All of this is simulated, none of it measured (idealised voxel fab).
process module | voxel gate over fins
cross-section cut | 150 nm wide | cells 5 nm
A cross-section is a grid of square cells, given in bands from the top down. A band is one or more rows of cells.
Each band's line starts with the height of the band's top and of its bottom, in nm. Then come its materials from left to right, each with its width in nm. One material with "throughout" fills the band from edge to edge. "air" is empty space.
Height 0 is the level under which the wafer as received is all one material. The lowest band goes on downwards, as in "0 down".
A width such as "30 to 40" changes by the same amount from each row of cells to the next, from the band's top row to its bottom row.
"no change" after a step means that no cell of the cross-section changed.
closed voids: empty space of 8 cells or more with no open way to the top, each as width x height at its distance from the left edge, in nm
after a step's settings: what the simulator itself notes on the step
overlay nm, on a step with a mask: how far to the right of its planned place the mask lay; to the left if negative
plan
1 op RECEIVE | material Si
2 op CONFORMAL_DEP | material SiN | thk nm 5
3 op MASKED_ETCH | tone cover | mask id FINS | width nm 15 | pitch nm 40 | etch materials SiN | depth nm 5 | overlay nm 0
4 op MASKED_ETCH | tone cover | mask id FINS | width nm 15 | pitch nm 40 | etch materials Si | depth nm 40 | overlay nm 0
5 op FILL_DEP | material SiO2 | thk nm 10
6 op CMP | height nm 5
7 op SELECTIVE_ETCH | etch materials SiO2 | depth nm 15
8 op STRIP | etch materials SiN
9 op CONFORMAL_DEP | material HfO2 | thk nm 5
10 op CONFORMAL_DEP | material TiN | thk nm 5
11 op FILL_DEP | material W | thk nm 15
12 op CMP | height nm 20
13 op CONFORMAL_DEP | material SiN | thk nm 5
as received, after step 1
  0 down: Si throughout
  closed voids: none
first wafer at the end, as planned
  25 to 20: SiN throughout
  20 to 10: W throughout
  10 to 5: W 15 | TiN 35 | W 5 | TiN 35 | W 5 | TiN 35 | W 20
  5 to 0: W 15 | TiN 5 | HfO2 25 | TiN 5 | W 5 | TiN 5 | HfO2 25 | TiN 5 | W 5 | TiN 5 | HfO2 25 | TiN 5 | W 20
  0 to -5: TiN 20 | HfO2 5 | Si 15 | HfO2 5 | TiN 15 | HfO2 5 | Si 15 | HfO2 5 | TiN 15 | HfO2 5 | Si 15 | HfO2 5 | TiN 25
  -5 to -10: HfO2 25 | Si 15 | HfO2 25 | Si 15 | HfO2 25 | Si 15 | HfO2 30
  -10 to -40: SiO2 25 | Si 15 | SiO2 25 | Si 15 | SiO2 25 | Si 15 | SiO2 30
  -40 down: Si throughout
  closed voids: none
second wafer at the end: like start, like plan, one mistake
  25 to 20: SiN throughout
  20 to 10: W throughout
  10 to 5: W 15 | HfO2 35 | W 5 | HfO2 35 | W 5 | HfO2 35 | W 20
  5 to 0: W 15 | HfO2 5 | TiN 25 | HfO2 5 | W 5 | HfO2 5 | TiN 25 | HfO2 5 | W 5 | HfO2 5 | TiN 25 | HfO2 5 | W 20
  0 to -5: HfO2 20 | TiN 5 | Si 15 | TiN 5 | HfO2 15 | TiN 5 | Si 15 | TiN 5 | HfO2 15 | TiN 5 | Si 15 | TiN 5 | HfO2 25
  -5 to -10: TiN 25 | Si 15 | TiN 25 | Si 15 | TiN 25 | Si 15 | TiN 30
  -10 to -40: SiO2 25 | Si 15 | SiO2 25 | Si 15 | SiO2 25 | Si 15 | SiO2 30
  -40 down: Si throughout
  closed voids: none
what went wrong: steps 9 and 10 were swapped
at the end the second wafer has, in cells: as many of each material as the first, in other places
